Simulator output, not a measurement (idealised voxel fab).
A process module follows: voxel ribs on slabs.
The width of the displayed cross-section, cut, is 265 nm; its cells are square, with a size of 5 nm.
A cross-section is written here as square cells arranged in a grid, and it is given in bands from the top down, each band taking up one or more rows of cells.
In this notation a band is specified by the heights of its top and bottom, in that order and in nm, after which its materials appear from left to right, each paired with its width in nm. The word "all across" attached to a single material means that material fills the band from edge to edge; the word "blank" stands for empty space.
Where do heights start? At 0: under that level the wafer as delivered is made of one material only. And the lowest band has no floor; it just carries on downward, as in "from 0 down".
Think of "30 to 40" as a width that walks from the first number to the second as you go down the band, top row to bottom row, taking equal-sized steps from row to row.
For the purposes of this document, the phrase "no alteration" attached to a step denotes that no cell within the cross-section was modified by that step.
Look at "Non-vented voids" for the closed voids: empty spaces with no open path to the top, sized 8 cells or up. Each is width x height at distance, distance from the left edge, all nm.
Text after the settings on a step's line: the simulator's own remark on that step.
A step line may carry the setting "overlay nm", which, for steps involving a mask, states the distance by which the mask lay to the right of its intended position; negative values denote displacement to the left.
**The following list gives the planned process steps**
step 1: RECEIVE: material Si
step 2: DIRECTIONAL_DEP: material SiO2, thk nm 25
step 3: DIRECTIONAL_DEP: material SiN, thk nm 20
step 4: MASKED_ETCH: tone cover, mask id RIB, width nm 20, etch materials SiN, depth nm 15, overlay nm 0
step 5: PATTERN: tone cover, mask id SLAB, material resist, width nm 60, thk nm 15, overlay nm 0
step 6: DIRECTIONAL_ETCH: etch materials SiN, depth nm 5
step 7: STRIP: etch materials resist
step 8: FILL_DEP: material SiO2, thk nm 30
step 9: CMP: height nm 65
step 10: DIRECTIONAL_DEP: material W, thk nm 10
step 11: PATTERN: tone cover, mask id HEATER, material resist, width nm 30, thk nm 20, overlay nm -15
step 12: DIRECTIONAL_ETCH: etch materials W, depth nm 10
step 13: STRIP: etch materials resist
step 14: CONFORMAL_DEP: material SiO2, thk nm 10
Among the wafers covered here, the point of difference is the overlay nm at step 11; their starting state is shared, and the plan presents the value of the first wafer.
**First of several wafers, received after step 1, in cross-section**
from 0 down  Si all across
Non-vented voids: none
**Here is how to read the rows: every wafer has a row, and it shows the wafer at the end of the module, giving for each material how many cells were gained (+) or lost (-) since the wafer was received, then listing its closed voids**
overlay nm -15; +24 SiN; +779 SiO2; +12 W; Non-vented voids: none
overlay nm -10; +24 SiN; +779 SiO2; +12 W; Non-vented voids: none
overlay nm -5; +24 SiN; +779 SiO2; +12 W; Non-vented voids: none
overlay nm 0; +24 SiN; +779 SiO2; +12 W; Non-vented voids: none
overlay nm 5; +24 SiN; +779 SiO2; +12 W; Non-vented voids: none
overlay nm 10; +24 SiN; +779 SiO2; +12 W; Non-vented voids: none
overlay nm 15; +24 SiN; +779 SiO2; +12 W; Non-vented voids: none
